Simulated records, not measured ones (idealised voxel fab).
Title: Process Module voxel ribs on slabs
In the cross-section labelled cut, the width is 250 nm and each square cell is 5 nm.
Cross-section, as written here: a square-cell grid given band by band from the top down, where a band holds one or more rows of cells.
The band entry comprises the height of the band's top followed by the height of its bottom, expressed in nm, and subsequently the band's materials from left to right, each stated together with its width in nm. Where a single material is marked with the word "full width", that material fills the band from edge to edge. The word "empty" represents empty space.
Heights are measured from 0, the level below which the as-received wafer is all one material; the lowest band has no bottom and continues downward, written as in "top 0, no bottom".
It should be noted that a width expressed as "30->40" varies in equal increments from row to row of cells within the band, taking the value of the first number at the top row and that of the second number at the bottom row.
Where a step carries "no modifications", the cross-section came out of it unchanged, cell for cell.
Voids not open to the top, 8 cells minimum: see "Closed cavities". Written width x height at distance; distance is from the left edge; nm.
Read whatever lies past the settings on a step's line as the simulator's own remark about the step.
overlay nm: how far to the right of its planned place the mask lay on this masked step (negative: to the left).
**plan**
1: RECEIVE with material Si
2: DIRECTIONAL_DEP with material SiO2, thk nm 20
3: DIRECTIONAL_DEP with material polySi, thk nm 15
4: DIRECTIONAL_DEP with material aC, thk nm 15
5: PATTERN with tone cover, mask id RIB, material resist, width nm 25, thk nm 35, overlay nm 0
6: DIRECTIONAL_ETCH with etch materials aC, depth nm 15
7: STRIP with etch materials resist
8: DIRECTIONAL_ETCH with etch materials polySi, depth nm 10
9: STRIP with etch materials aC
10: PATTERN with tone cover, mask id SLAB, material resist, width nm 75, thk nm 20, overlay nm 0
11: DIRECTIONAL_ETCH with etch materials polySi, depth nm 5
12: STRIP with etch materials resist
13: FILL_DEP with material SiO2, thk nm 15
14: CMP with height nm 45
15: DIRECTIONAL_DEP with material W, thk nm 10
16: MASKED_ETCH with tone cover, mask id HEATER, width nm 35, etch materials W, depth nm 10, overlay nm 0
17: CONFORMAL_DEP with material SiN, thk nm 5
**Cross-sectional view of the wafer in its as-received condition, corresponding to the state after step 1**
top 0, no bottom | Si full width
Closed cavities: none
**As-planned run: cross-section of the first of two wafers at end of module**
top 60, bottom 55 | empty=100  SiN=45  empty=105
top 55, bottom 50 | empty=100  SiN=5  W=35  SiN=5  empty=105
top 50, bottom 45 | SiN=105  W=35  SiN=110
top 45, bottom 35 | SiO2 full width
top 35, bottom 25 | SiO2=110  polySi=25  SiO2=115
top 25, bottom 20 | SiO2=85  polySi=75  SiO2=90
top 20, bottom 0 | SiO2 full width
top 0, no bottom | Si full width
Closed cavities: none
**Second wafer cross-section at end of module - shared start and plan with the first, one mistake in the run**
top 60, bottom 55 | SiN=110  empty=25  SiN=115
top 55, bottom 50 | W=105  SiN=5  empty=25  SiN=5  W=110
top 50, bottom 45 | W=105  SiN=35  W=110
top 45, bottom 35 | SiO2 full width
top 35, bottom 25 | SiO2=110  polySi=25  SiO2=115
top 25, bottom 20 | SiO2=85  polySi=75  SiO2=90
top 20, bottom 0 | SiO2 full width
top 0, no bottom | Si full width
Closed cavities: none
Heads up, the wafer didn't run the way we planned it: step 16 did not happen as planned, as run it was MASKED_ETCH with tone open, mask id HEATER, width nm 35, etch materials W, depth nm 10, overlay nm 0
Bottom line after processing is that, in cells, the second wafer is up or down on some materials versus the first: W +72
